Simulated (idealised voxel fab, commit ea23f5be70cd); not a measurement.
Process module under the name voxel plated lines
300 nm wide, 5 nm square cells: that's cross-section cut.
For the purposes of this document, a cross-section shall be understood as a grid of square cells, specified as bands listed in top-to-bottom order, each band consisting of one or more rows of cells. Heights first: top, then bottom, in nm. Then materials, left to right, each with a width in nm. "throughout" on a single material: fills the band edge to edge. "air": empty space. Heights are expressed relative to 0, this being the level below which the as-received wafer comprises one material exclusively. The lowest band is unbounded in the downward direction and is denoted as in "0 -> down". Read "30..40" as a graded width: first number on top, second number at the bottom, same change between each pair of neighbouring rows. Step marked "nothing got changed"? Then no cell in the cross-section changed in it. The list in "Closed cavity list" covers empty spaces of 8 cells or more that cannot reach the top through any open way, and it gives each as width x height at distance; the distance is from the left edge, and width, height and distance are in nm. On a step's line, text after the settings is the simulator commenting on that step. A step's line can hold "overlay nm"; with a mask on that step, the setting says how far right of the planned place the mask lay, while a negative setting says it lay to the left.

Listed below are the process steps as planned
- 1: RECEIVE (material Si)
- 2: CONFORMAL_DEP (material Al2O3; thk nm 15)
- 3: DIRECTIONAL_DEP (material TiN; thk nm 5)
- 4: PATTERN (tone open; mask id LINES; material resist; width nm 25; pitch nm 55; thk nm 35; overlay nm 0)
- 5: EPI (material Ru; thk nm 5)
- 6: EPI (material Ru; thk nm 5)
- 7: EPI (material Ru; thk nm 5)
- 8: STRIP (etch materials resist)
- 9: DIRECTIONAL_ETCH (etch materials TiN; depth nm 5)
- 10: CONFORMAL_DEP (material SiN; thk nm 10)

As-received wafer cross-section (after step 1)
> 0 -> down = Si throughout
> Closed cavity list: none

First of two wafers at the end of the module, shown in cross-section; run carried out as planned
> 45 -> 35 = air=100; SiN=45; air=10; SiN=45; air=100
> 35 -> 25 = air=100; SiN=10; Ru=25; SiN=10; air=10; SiN=10; Ru=25; SiN=10; air=100
> 25 -> 20 = SiN=110; Ru=25; SiN=30; Ru=25; SiN=110
> 20 -> 15 = SiN=110; TiN=25; SiN=30; TiN=25; SiN=110
> 15 -> 0 = Al2O3 throughout
> 0 -> down = Si throughout
> Closed cavity list: none

So this is wafer number two of the two, cut at the end of the module - it started where the first did and had the same plan, we just got one thing wrong running it
> 30 -> 20 = SiN throughout
> 20 -> 5 = Al2O3 throughout
> 5 -> 0 = TiN throughout
> 0 -> down = Si throughout
> Closed cavity list: none
Deviation from plan: contrary to the plan, steps 2 and 3 were processed in exchanged order
Upon completion, the second wafer contains, in terms of cells, a greater or smaller amount of certain materials than the first wafer: Ru -30 | SiN -32 | TiN +50
